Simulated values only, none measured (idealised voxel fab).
Process module under the name voxel trench capacitor
255 nm wide, 5 nm square cells: that's cross-section cut.
Notation: cross-section as square-cell grid; stated in bands, top first, going down; one or more cell rows per band. First you get the band's top height and its bottom height, in nm, and then the materials it's made of, left to right, with each width in nm. If you see a single material with "throughout", that one covers the band edge to edge. "blank" is empty space. A quick word on heights: they are counted from 0, and under that level the wafer as it came to us is one material throughout. The lowest band is different from the rest in having no bottom; it simply continues downward, written as in "0 down". A width such as "30 to 40" changes by the same amount from each row of cells to the next, from the band's top row to its bottom row. "nothing changed" means the step left every cell of the cross-section as it was. "Unvented cavities": empty spaces of 8 cells or more with no open way to the top, each given as width x height at distance, distance from the left edge, all in nm. Anything after a step's settings on that line? It's the simulator's own note about the step. Regarding "overlay nm": on a step with a mask, it is the distance the mask lay to the right of its planned place; a negative value places it to the left. Every pair from here on: before one process step, after it. The after cross-section reaches only to the lowest band that changed. Below the pair: the step in between and its settings. Pairs can belong to different runs of this module on the same starting wafer; a pair carries on from the pair above only if the entry headed "Pre-step" says so.
Pre-step
  25 to 5 = 95 nm blank  25 nm resist  15 nm blank  25 nm resist  95 nm blank
  5 to 0 = SiN throughout
  0 down = Si throughout
  Unvented cavities: none
Post-Step Section View
  25 to 5 = 95 nm blank  25 nm resist  15 nm blank  25 nm resist  95 nm blank
  5 to 0 = 95 nm blank  25 nm SiN  15 nm blank  25 nm SiN  95 nm blank
  No changes below 0.
  Unvented cavities: none
The structure goes from the before cross-section above to the after cross-section through DIRECTIONAL_ETCH (etch materials SiN; depth nm 5)
Pre-step: we pick up right where the pair above leaves off, with its after cross-section.
Post-Step Section View
  25 to 5 = 95 nm blank  25 nm resist  15 nm blank  25 nm resist  95 nm blank
  5 to 0 = 95 nm blank  25 nm SiN  15 nm blank  25 nm SiN  95 nm blank
  0 to -30 = 95 nm blank  25 nm Si  15 nm blank  25 nm Si  95 nm blank
  No changes below -30.
  Unvented cavities: none
The structure goes from the before cross-section above to the after cross-section through DIRECTIONAL_ETCH (etch materials Si; depth nm 30)
Pre-step: we pick up right where the pair above leaves off, with its after cross-section.
Post-Step Section View
  5 to 0 = 95 nm blank  25 nm SiN  15 nm blank  25 nm SiN  95 nm blank
  No changes below 0.
  Unvented cavities: none
The structure goes from the before cross-section above to the after cross-section through STRIP (etch materials resist)
Pre-step: we pick up right where the pair above leaves off, with its after cross-section.
Post-Step Section View
  10 to 5 = 90 nm blank  35 nm HfO2  5 nm blank  35 nm HfO2  90 nm blank
  5 to 0 = 90 nm blank  5 nm HfO2  25 nm SiN  5 nm HfO2  5 nm blank  5 nm HfO2  25 nm SiN  5 nm HfO2  90 nm blank
  0 to -25 = 90 nm blank  5 nm HfO2  25 nm Si  5 nm HfO2  5 nm blank  5 nm HfO2  25 nm Si  5 nm HfO2  90 nm blank
  -25 to -30 = 95 nm HfO2  25 nm Si  15 nm HfO2  25 nm Si  95 nm HfO2
  No changes below -30.
  Unvented cavities: none
The structure goes from the before cross-section above to the after cross-section through CONFORMAL_DEP (material HfO2; thk nm 5)
Pre-step: we pick up right where the pair above leaves off, with its after cross-section.
Post-Step Section View
  15 to 10 = 85 nm blank  85 nm TiN  85 nm blank
  10 to 5 = 85 nm blank  5 nm TiN  35 nm HfO2  5 nm TiN  35 nm HfO2  5 nm TiN  85 nm blank
  5 to 0 = 85 nm blank  5 nm TiN  5 nm HfO2  25 nm SiN  5 nm HfO2  5 nm TiN  5 nm HfO2  25 nm SiN  5 nm HfO2  5 nm TiN  85 nm blank
  0 to -20 = 85 nm blank  5 nm TiN  5 nm HfO2  25 nm Si  5 nm HfO2  5 nm TiN  5 nm HfO2  25 nm Si  5 nm HfO2  5 nm TiN  85 nm blank
  -20 to -25 = 90 nm TiN  5 nm HfO2  25 nm Si  5 nm HfO2  5 nm TiN  5 nm HfO2  25 nm Si  5 nm HfO2  90 nm TiN
  No changes below -25.
  Unvented cavities: none
The structure goes from the before cross-section above to the after cross-section through CONFORMAL_DEP (material TiN; thk nm 5)
Pre-step: we pick up right where the pair above leaves off, with its after cross-section.
Post-Step Section View
  20 to 15 = W throughout
  15 to 10 = 85 nm W  85 nm TiN  85 nm W
  10 to 5 = 85 nm W  5 nm TiN  35 nm HfO2  5 nm TiN  35 nm HfO2  5 nm TiN  85 nm W
  5 to 0 = 85 nm W  5 nm TiN  5 nm HfO2  25 nm SiN  5 nm HfO2  5 nm TiN  5 nm HfO2  25 nm SiN  5 nm HfO2  5 nm TiN  85 nm W
  0 to -20 = 85 nm W  5 nm TiN  5 nm HfO2  25 nm Si  5 nm HfO2  5 nm TiN  5 nm HfO2  25 nm Si  5 nm HfO2  5 nm TiN  85 nm W
  No changes below -20.
  Unvented cavities: none
The structure goes from the before cross-section above to the after cross-section through FILL_DEP (material W; thk nm 5)
Pre-step: we pick up right where the pair above leaves off, with its after cross-section.
Post-Step Section View
  5 to 0 = 85 nm W  5 nm TiN  5 nm HfO2  25 nm SiN  5 nm HfO2  5 nm TiN  5 nm HfO2  25 nm SiN  5 nm HfO2  5 nm TiN  85 nm W
  No changes below 0.
  Unvented cavities: none
The structure goes from the before cross-section above to the after cross-section through CMP (height nm 5)
